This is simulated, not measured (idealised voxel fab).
process module | voxel capacitor over wiring
cross-section cut | 255 nm wide | cells 5 nm
A cross-section is a grid of square cells, given in bands from the top down. A band is one or more rows of cells.
Each band's line starts with the height of the band's top and of its bottom, in nm. Then come its materials from left to right, each with its width in nm. One material with "throughout" fills the band from edge to edge. "air" is empty space.
Height 0 is the level under which the wafer as received is all one material. The lowest band goes on downwards, as in "0 down".
A width such as "30 to 40" changes by the same amount from each row of cells to the next, from the band's top row to its bottom row.
"no change" after a step means that no cell of the cross-section changed.
closed voids: empty space of 8 cells or more with no open way to the top, each as width x height at its distance from the left edge, in nm
after a step's settings: what the simulator itself notes on the step
overlay nm, on a step with a mask: how far to the right of its planned place the mask lay; to the left if negative
plan
1 op RECEIVE | material Si
2 op CONFORMAL_DEP | material SiO2 | thk nm 10
3 op CONFORMAL_DEP | material SiN | thk nm 5
4 op DIRECTIONAL_DEP | material SiO2 | thk nm 20
5 op PATTERN | tone open | mask id METAL_1 | material resist | width nm 20 | pitch nm 80 | thk nm 15 | overlay nm 0
6 op DIRECTIONAL_ETCH | etch materials SiO2 | depth nm 20
7 op DIRECTIONAL_ETCH | etch materials SiN | depth nm 5
8 op STRIP | etch materials resist
9 op CONFORMAL_DEP | material TiN | thk nm 5
10 op FILL_DEP | material Ru | thk nm 5
11 op CMP | height nm 35
12 op EPI | material Ru | thk nm 5
13 op FILL_DEP | material SiCN | thk nm 5
14 op DIRECTIONAL_DEP | material lowk | thk nm 10
15 op PATTERN | tone open | mask id PLUG_1 | material resist | width nm 15 | thk nm 15 | overlay nm 0
16 op DIRECTIONAL_ETCH | etch materials lowk | depth nm 10
17 op DIRECTIONAL_ETCH | etch materials SiCN | depth nm 5
18 op STRIP | etch materials resist
19 op EPI | material Ru | thk nm 10
20 op EPI | material Ru | thk nm 5
21 op DIRECTIONAL_DEP | material TiN | thk nm 5
22 op DIRECTIONAL_DEP | material SiN | thk nm 5
23 op DIRECTIONAL_DEP | material TiN | thk nm 10
24 op DIRECTIONAL_DEP | material aC | thk nm 10
25 op PATTERN | tone cover | mask id UPPER_PLATE | material resist | width nm 55 | thk nm 25 | overlay nm 0
26 op DIRECTIONAL_ETCH | etch materials aC | depth nm 10
27 op STRIP | etch materials resist
28 op DIRECTIONAL_ETCH | etch materials TiN | depth nm 10
29 op DIRECTIONAL_ETCH | etch materials SiN | depth nm 5
30 op STRIP | etch materials aC
31 op PATTERN | tone cover | mask id LOWER_PLATE | material resist | width nm 65 | thk nm 20 | overlay nm 0
32 op DIRECTIONAL_ETCH | etch materials TiN | depth nm 5
33 op STRIP | etch materials resist
34 op FILL_DEP | material SiO2 | thk nm 15
35 op CMP | height nm 85
36 op DIRECTIONAL_DEP | material aC | thk nm 10
37 op PATTERN | tone open | mask id PLUG_2 | material resist | width nm 15 | thk nm 30 | overlay nm 0
38 op DIRECTIONAL_ETCH | etch materials aC | depth nm 10
39 op STRIP | etch materials resist
40 op DIRECTIONAL_ETCH | etch materials SiO2 | depth nm 10
41 op STRIP | etch materials aC
42 op CONFORMAL_DEP | material TiN | thk nm 5
43 op FILL_DEP | material Ru | thk nm 5
44 op CMP | height nm 85
45 op CONFORMAL_DEP | material SiN | thk nm 5
varied across the wafers: width nm of step 5. The plan shows the first wafer's value. All wafers start alike
first wafer as received, after step 1
  0 down: Si throughout
  closed voids: none
first wafer at the end, after step 45
  90 to 85: SiN throughout
  85 to 80: SiO2 95 | TiN 5 | Ru 5 | TiN 5 | SiO2 145
  80 to 75: SiO2 95 | TiN 15 | SiO2 145
  75 to 65: SiO2 85 | TiN 55 | SiO2 115
  65 to 60: SiO2 85 | SiN 55 | SiO2 115
  60 to 55: SiO2 80 | TiN 65 | SiO2 110
  55 to 45: lowk 85 | Ru 15 | lowk 155
  45 to 40: SiCN 85 | Ru 15 | SiCN 155
  40 to 35: SiCN 70 | Ru 30 | SiCN 50 | Ru 30 | SiCN 75
  35 to 15: SiO2 75 | TiN 5 | Ru 10 | TiN 5 | SiO2 60 | TiN 5 | Ru 10 | TiN 5 | SiO2 80
  15 to 10: SiN 75 | TiN 20 | SiN 60 | TiN 20 | SiN 80
  10 to 0: SiO2 throughout
  0 down: Si throughout
  closed voids: none
last wafer at the end
  90 to 85: SiN throughout
  85 to 80: SiO2 95 | TiN 5 | Ru 5 | TiN 5 | SiO2 145
  80 to 75: SiO2 95 | TiN 15 | SiO2 145
  75 to 65: SiO2 85 | TiN 55 | SiO2 115
  65 to 60: SiO2 85 | SiN 55 | SiO2 115
  60 to 55: SiO2 80 | TiN 65 | SiO2 110
  55 to 45: lowk 85 | Ru 15 | lowk 155
  45 to 40: SiCN 85 | Ru 15 | SiCN 155
  40 to 35: SiCN 60 | Ru 55 | SiCN 25 | Ru 55 | SiCN 60
  35 to 15: SiO2 65 | TiN 5 | Ru 35 | TiN 5 | SiO2 35 | TiN 5 | Ru 35 | TiN 5 | SiO2 65
  15 to 10: SiN 65 | TiN 45 | SiN 35 | TiN 45 | SiN 65
  10 to 0: SiO2 throughout
  0 down: Si throughout
  closed voids: none
each wafer at the end: cells of each material gained (+) or lost (-) since it was received, then its closed voids
width nm 20 | +38 Ru | +87 SiCN | +105 SiN | +528 SiO2 | +64 TiN | +96 lowk | closed voids: none
width nm 25 | +48 Ru | +85 SiCN | +103 SiN | +520 SiO2 | +66 TiN | +96 lowk | closed voids: none
width nm 30 | +58 Ru | +83 SiCN | +101 SiN | +512 SiO2 | +68 TiN | +96 lowk | closed voids: none
width nm 35 | +68 Ru | +81 SiCN | +99 SiN | +504 SiO2 | +70 TiN | +96 lowk | closed voids: none
width nm 40 | +78 Ru | +79 SiCN | +97 SiN | +496 SiO2 | +72 TiN | +96 lowk | closed voids: none
width nm 45 | +88 Ru | +77 SiCN | +95 SiN | +488 SiO2 | +74 TiN | +96 lowk | closed voids: none
